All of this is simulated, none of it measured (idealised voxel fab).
process module | voxel ribs on slabs
cross-section cut | 240 nm wide | cells 5 nm
A cross-section is a grid of square cells, given in bands from the top down. A band is one or more rows of cells.
Each band's line starts with the height of the band's top and of its bottom, in nm. Then come its materials from left to right, each with its width in nm. One material with "throughout" fills the band from edge to edge. "air" is empty space.
Height 0 is the level under which the wafer as received is all one material. The lowest band goes on downwards, as in "0 down".
A width such as "30 to 40" changes by the same amount from each row of cells to the next, from the band's top row to its bottom row.
"no change" after a step means that no cell of the cross-section changed.
closed voids: empty space of 8 cells or more with no open way to the top, each as width x height at its distance from the left edge, in nm
after a step's settings: what the simulator itself notes on the step
overlay nm, on a step with a mask: how far to the right of its planned place the mask lay; to the left if negative
plan
1 op RECEIVE | material Si
2 op DIRECTIONAL_DEP | material SiO2 | thk nm 20
3 op DIRECTIONAL_DEP | material SiN | thk nm 20
4 op MASKED_ETCH | tone cover | mask id RIB | width nm 20 | etch materials SiN | depth nm 5 | overlay nm 0
5 op DIRECTIONAL_DEP | material aC | thk nm 10
6 op PATTERN | tone cover | mask id SLAB | material resist | width nm 60 | thk nm 25 | overlay nm 0
7 op DIRECTIONAL_ETCH | etch materials aC | depth nm 10
8 op STRIP | etch materials resist
9 op DIRECTIONAL_ETCH | etch materials SiN | depth nm 15
10 op STRIP | etch materials aC
11 op FILL_DEP | material SiO2 | thk nm 25
12 op CMP | height nm 55
13 op DIRECTIONAL_DEP | material W | thk nm 5
14 op DIRECTIONAL_DEP | material aC | thk nm 15
15 op PATTERN | tone cover | mask id HEATER | material resist | width nm 30 | thk nm 30 | overlay nm 0
16 op DIRECTIONAL_ETCH | etch materials aC | depth nm 15
17 op STRIP | etch materials resist
18 op DIRECTIONAL_ETCH | etch materials W | depth nm 5
19 op STRIP | etch materials aC
20 op CONFORMAL_DEP | material SiO2 | thk nm 5
as received, after step 1
  0 down: Si throughout
  closed voids: none
first wafer at the end, as planned
  65 to 60: air 100 | SiO2 40 | air 100
  60 to 55: SiO2 105 | W 30 | SiO2 105
  55 to 40: SiO2 throughout
  40 to 35: SiO2 110 | SiN 20 | SiO2 110
  35 to 20: SiO2 90 | SiN 60 | SiO2 90
  20 to 0: SiO2 throughout
  0 down: Si throughout
  closed voids: none
second wafer at the end: like start, like plan, one mistake
  65 to 60: air 100 | SiO2 40 | air 100
  60 to 55: SiO2 105 | W 30 | SiO2 105
  55 to 40: SiO2 throughout
  40 to 35: SiO2 110 | SiN 20 | SiO2 110
  35 to 20: SiO2 100 | SiN 60 | SiO2 80
  20 to 0: SiO2 throughout
  0 down: Si throughout
  closed voids: none
what went wrong: step 6 ran as: op PATTERN | tone cover | mask id SLAB | material resist | width nm 60 | thk nm 25 | overlay nm 10
at the end the second wafer has, in cells: as many of each material as the first, in other places
